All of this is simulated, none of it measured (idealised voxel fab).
Proc. module: voxel trench capacitor
We display cut, a cross-section 260 nm in width whose square cells are each 5 nm.
The cross-sections in this document take the form of a grid made of square cells. They are written out as bands, in order from top to bottom. Each band consists of one or more rows of cells.
It is stipulated that each band's entry specify, in nanometres, the height of the top of the band and then that of its bottom, followed by the materials of the band in left-to-right sequence, each together with its width in nanometres. A single material marked by the word "edge to edge" is understood to fill the band from edge to edge; the word "blank" is understood to denote empty space.
Height is counted from the level 0, under which the received wafer is composed throughout of one material. The lowest of the bands is not closed at the bottom but continues downward, in the notation "0 -> down".
Top row gets the first number, bottom row gets the second, and each row in between changes by the same step: that is how a band width like "30->40" works.
Step marked "changes: none"? Then no cell in the cross-section changed in it.
The label "Closed cavities" introduces a list of the empty spaces, 8 cells or larger, that have no open way up to the top; each entry in it reads width x height at distance, where the distance is taken from the left edge and all three are stated in nm.
It should be noted that, on the line of a given step, the content following the step's settings is a remark produced by the simulator itself with respect to that step.
overlay nm, on a step with a mask: how far to the right of its planned place the mask lay; to the left if negative
**These are the steps we planned for the process**
- 1: op RECEIVE | material Si
- 2: op CONFORMAL_DEP | material SiN | thk nm 5
- 3: op MASKED_ETCH | tone open | mask id TRENCH | width nm 15 | pitch nm 40 | etch materials SiN | depth nm 5 | overlay nm 0
- 4: op MASKED_ETCH | tone open | mask id TRENCH | width nm 15 | pitch nm 40 | etch materials Si | depth nm 40 | overlay nm 0
- 5: op CONFORMAL_DEP | material Al2O3 | thk nm 5
- 6: op FILL_DEP | material polySi | thk nm 5
- 7: op CMP | height nm 5
**On the first of the two wafers: run conducted according to plan**
**Step 1 complete: cross-section of the wafer as received**
0 -> down: Si edge to edge
Closed cavities: none
**Cross-section through the wafer, step 2 finished**
5 -> 0: SiN edge to edge
below 0: unchanged
**Cross-section through the wafer, step 3 finished**
5 -> 0: 100 SiN  15 blank  25 SiN  15 blank  105 SiN
below 0: unchanged
**Cross-section through the wafer, step 4 finished**
5 -> 0: 100 SiN  15 blank  25 SiN  15 blank  105 SiN
0 -> -40: 100 Si  15 blank  25 Si  15 blank  105 Si
below -40: unchanged
**Cross-section through the wafer, step 5 finished**
10 -> 5: 105 Al2O3  5 blank  35 Al2O3  5 blank  110 Al2O3
5 -> 0: 100 SiN  5 Al2O3  5 blank  5 Al2O3  25 SiN  5 Al2O3  5 blank  5 Al2O3  105 SiN
0 -> -35: 100 Si  5 Al2O3  5 blank  5 Al2O3  25 Si  5 Al2O3  5 blank  5 Al2O3  105 Si
-35 -> -40: 100 Si  15 Al2O3  25 Si  15 Al2O3  105 Si
below -40: unchanged
**Cross-section through the wafer, step 6 finished**
15 -> 10: polySi edge to edge
10 -> 5: 105 Al2O3  5 polySi  35 Al2O3  5 polySi  110 Al2O3
5 -> 0: 100 SiN  5 Al2O3  5 polySi  5 Al2O3  25 SiN  5 Al2O3  5 polySi  5 Al2O3  105 SiN
0 -> -35: 100 Si  5 Al2O3  5 polySi  5 Al2O3  25 Si  5 Al2O3  5 polySi  5 Al2O3  105 Si
below -35: unchanged
**Cross-section through the wafer, step 7 finished**
5 -> 0: 100 SiN  5 Al2O3  5 polySi  5 Al2O3  25 SiN  5 Al2O3  5 polySi  5 Al2O3  105 SiN
below 0: unchanged
**Wafer two: like wafer one in start and plan, but with one mistake in execution; identical up to and including step 2**
**Planned end of step 3: second wafer, cross-section**
5 -> 0: 100 SiN  20 blank  20 SiN  20 blank  100 SiN
below 0: unchanged
**Planned end of step 4: second wafer, cross-section**
5 -> 0: 100 SiN  20 blank  20 SiN  20 blank  100 SiN
0 -> -40: 100 Si  15 blank  25 Si  15 blank  105 Si
below -40: unchanged
**Planned end of step 5: second wafer, cross-section**
10 -> 5: 105 Al2O3  10 blank  30 Al2O3  10 blank  105 Al2O3
5 -> 0: 100 SiN  5 Al2O3  5 blank  10 Al2O3  20 SiN  5 Al2O3  5 blank  10 Al2O3  100 SiN
0 -> -35: 100 Si  5 Al2O3  5 blank  5 Al2O3  25 Si  5 Al2O3  5 blank  5 Al2O3  105 Si
-35 -> -40: 100 Si  15 Al2O3  25 Si  15 Al2O3  105 Si
below -40: unchanged
**Planned end of step 6: second wafer, cross-section**
15 -> 10: polySi edge to edge
10 -> 5: 105 Al2O3  10 polySi  30 Al2O3  10 polySi  105 Al2O3
5 -> 0: 100 SiN  5 Al2O3  5 polySi  10 Al2O3  20 SiN  5 Al2O3  5 polySi  10 Al2O3  100 SiN
0 -> -35: 100 Si  5 Al2O3  5 polySi  5 Al2O3  25 Si  5 Al2O3  5 polySi  5 Al2O3  105 Si
below -35: unchanged
**Planned end of step 7: second wafer, cross-section**
5 -> 0: 100 SiN  5 Al2O3  5 polySi  10 Al2O3  20 SiN  5 Al2O3  5 polySi  10 Al2O3  100 SiN
below 0: unchanged
The plan and the run diverged here: step 3 ran differently from the plan; actual operation with settings: op MASKED_ETCH | tone open | mask id TRENCH | width nm 20 | pitch nm 40 | etch materials SiN | depth nm 5 | overlay nm 0
Materials where the second wafer ends with more or fewer cells than the first: Al2O3: 2 more, SiN: 2 fewer
